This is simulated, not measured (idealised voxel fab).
Module name: voxel lift off (process module)
Section shown: cut. Width: 145 nm. Cell size: 5 nm, square.
Just so we're on the same page, the cross-sections are grids of square cells, and they're listed out in bands top to bottom, each band one or more rows deep.
This entry defines a band. It first specifies the height of the band's top and the height of its bottom in nm, and then specifies the band's materials from left to right, stating each material with its width in nm. The word "edge to edge" identifies a single material that fills the band from edge to edge, while the word "blank" identifies empty space.
Heights are expressed relative to 0, this being the level below which the as-received wafer comprises one material exclusively. The lowest band is unbounded in the downward direction and is denoted as in "0 nm and below".
With a width like "30..40", each row of cells in the band differs from the next by the same amount, the top row carrying the first number and the bottom row the second.
Step note "no modifications" = no cross-section cell changed.
Any empty space of 8 cells or more lacking an open way to the top shows up in "Enclosed cavities" as width x height at distance, distance from the left edge, in nm.
That trailing text on a step's line, after the settings, is the simulator's own remark on the step.
overlay nm: for a step with a mask, the amount by which the mask lay right of where it was planned; a negative amount means left of it.

## Steps in the process plan
1. RECEIVE (material Si)
2. CONFORMAL_DEP (material SiO2; thk nm 15)
3. PATTERN (tone open; mask id LINES; material resist; width nm 20; pitch nm 50; thk nm 20; overlay nm 0)
4. DIRECTIONAL_DEP (material Ru; thk nm 10)
5. STRIP (etch materials resist)
6. CONFORMAL_DEP (material SiN; thk nm 5)
Among the wafers covered here, the point of difference is the thk nm at step 6; their starting state is shared, and the plan presents the value of the first wafer.

## Cross-section of the first of several wafers on receipt, reflecting completion of step 1
  0 nm and below: Si edge to edge
  Enclosed cavities: none

## Per wafer, end of module: cells gained (+) or lost (-) per material since receipt, then closed voids
thk nm 5; +16 Ru; +37 SiN; +87 SiO2; Enclosed cavities: none
thk nm 10; +16 Ru; +74 SiN; +87 SiO2; Enclosed cavities: none
thk nm 15; +16 Ru; +111 SiN; +87 SiO2; Enclosed cavities: none
thk nm 20; +16 Ru; +144 SiN; +87 SiO2; Enclosed cavities: none
thk nm 25; +16 Ru; +177 SiN; +87 SiO2; Enclosed cavities: none
